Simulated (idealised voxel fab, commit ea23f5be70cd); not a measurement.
Proc. module: voxel released beams
Square cells of 5 nm make up the cross-section cut, whose width is 275 nm.
Heads up, the way a cross-section reads in here is a grid of square cells, handed over as bands from the top down, with every band being one or more rows of cells.
Within each band entry, the heights of the top and of the bottom of the band appear first, in that order and in nm; the materials of the band then follow from left to right, each with its corresponding width in nm. The designation "full width" on a single material indicates that it fills the band from edge to edge; the designation "blank" indicates empty space.
Heights are measured from 0, the level below which the as-received wafer is all one material; the lowest band has no bottom and continues downward, written as in "from 0 down".
The width entry "30..40" should be interpreted row by row: the top row of cells in the band takes the first number, the bottom row takes the second number, and the change between adjacent rows is uniform throughout.
Any step labelled "remained the same" changed none of the cells in the cross-section.
"Enclosed voids" - sealed voids, min. 8 cells, no opening to top; format: width x height at distance (distance from left edge; nm throughout).
The remark found on a step's line after its settings is issued by the simulator itself and pertains to that step.
The optional step-line setting "overlay nm" applies to steps with a mask and quantifies how far to the right of its planned location the mask lay, a negative value indicating leftward placement.
**This section lists the process steps that were planned**
| 1 | RECEIVE: material Si |
| 2 | CONFORMAL_DEP: material SiN, thk nm 10 |
| 3 | DIRECTIONAL_DEP: material SiO2, thk nm 20 |
| 4 | DIRECTIONAL_DEP: material aC, thk nm 15 |
| 5 | PATTERN: tone open, mask id ANCHOR, material resist, width nm 30, thk nm 35, overlay nm 0 |
| 6 | DIRECTIONAL_ETCH: etch materials aC, depth nm 15 |
| 7 | STRIP: etch materials resist |
| 8 | DIRECTIONAL_ETCH: etch materials SiO2, depth nm 20 |
| 9 | STRIP: etch materials aC |
| 10 | CONFORMAL_DEP: material TiN, thk nm 10 |
| 11 | PATTERN: tone cover, mask id BEAM, material resist, width nm 75, thk nm 15, overlay nm 0 |
| 12 | DIRECTIONAL_ETCH: etch materials TiN, depth nm 10 |
| 13 | STRIP: etch materials resist |
| 14 | STRIP: etch materials SiO2 |
**Cross-section, incoming material, after step 1**
from 0 down  Si full width
Enclosed voids: none
**Looking at the first of two wafers in cross-section at end of module - ran to plan**
from 40 to 30  blank 95, then TiN 15, then blank 10, then TiN 50, then blank 105
from 30 to 20  blank 100, then TiN 10, then blank 10, then TiN 10, then blank 145
from 20 to 10  blank 100, then TiN 30, then blank 145
from 10 to 0  SiN full width
from 0 down  Si full width
Enclosed voids: none
**Now the second wafer, cross-sectioned at the end of the module. Nothing different at the start, nothing different in the plan compared with the first, just one mistake when it was actually run**
from 40 to 30  blank 95, then TiN 75, then blank 105
from 30 to 0  SiN full width
from 0 down  Si full width
Enclosed voids: none
Diagnosis: off-plan run, step 3, actual operation and settings DIRECTIONAL_DEP: material SiN, thk nm 20
End check, counted in cells, second wafer has more or fewer of these materials than the first: SiN: 220 more; TiN: 16 fewer
